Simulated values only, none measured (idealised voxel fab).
process module | voxel plated lines
cross-section cut | 190 nm wide | cells 5 nm
A cross-section is a grid of square cells, given in bands from the top down. A band is one or more rows of cells.
Each band's line starts with the height of the band's top and of its bottom, in nm. Then come its materials from left to right, each with its width in nm. One material with "throughout" fills the band from edge to edge. "air" is empty space.
Height 0 is the level under which the wafer as received is all one material. The lowest band goes on downwards, as in "0 down".
A width such as "30 to 40" changes by the same amount from each row of cells to the next, from the band's top row to its bottom row.
"no change" after a step means that no cell of the cross-section changed.
closed voids: empty space of 8 cells or more with no open way to the top, each as width x height at its distance from the left edge, in nm
after a step's settings: what the simulator itself notes on the step
overlay nm, on a step with a mask: how far to the right of its planned place the mask lay; to the left if negative
plan
1 op RECEIVE | material Si
2 op CONFORMAL_DEP | material Al2O3 | thk nm 15
3 op DIRECTIONAL_DEP | material TiN | thk nm 5
4 op PATTERN | tone open | mask id LINES | material resist | width nm 20 | pitch nm 40 | thk nm 15 | overlay nm 0
5 op EPI | material Ru | thk nm 10
6 op STRIP | etch materials resist
7 op DIRECTIONAL_ETCH | etch materials TiN | depth nm 5
8 op CONFORMAL_DEP | material SiCN | thk nm 5
as received, after step 1
  0 down: Si throughout
  closed voids: none
first wafer at the end, as planned
  35 to 30: air 40 | SiCN 30 | air 10 | SiCN 30 | air 10 | SiCN 30 | air 40
  30 to 20: air 40 | SiCN 5 | Ru 20 | SiCN 5 | air 10 | SiCN 5 | Ru 20 | SiCN 5 | air 10 | SiCN 5 | Ru 20 | SiCN 5 | air 40
  20 to 15: SiCN 45 | TiN 20 | SiCN 20 | TiN 20 | SiCN 20 | TiN 20 | SiCN 45
  15 to 0: Al2O3 throughout
  0 down: Si throughout
  closed voids: none
second wafer at the end: like start, like plan, one mistake
  35 to 30: air 45 | SiCN 25 | air 15 | SiCN 25 | air 15 | SiCN 25 | air 40
  30 to 20: air 45 | SiCN 5 | Ru 15 | SiCN 5 | air 15 | SiCN 5 | Ru 15 | SiCN 5 | air 15 | SiCN 5 | Ru 15 | SiCN 5 | air 40
  20 to 15: SiCN 50 | TiN 15 | SiCN 25 | TiN 15 | SiCN 25 | TiN 15 | SiCN 45
  15 to 0: Al2O3 throughout
  0 down: Si throughout
  closed voids: none
what went wrong: step 4 ran as: op PATTERN | tone open | mask id LINES | material resist | width nm 15 | pitch nm 40 | thk nm 15 | overlay nm 0
at the end the second wafer has, in cells: 6 fewer of Ru | 3 fewer of TiN
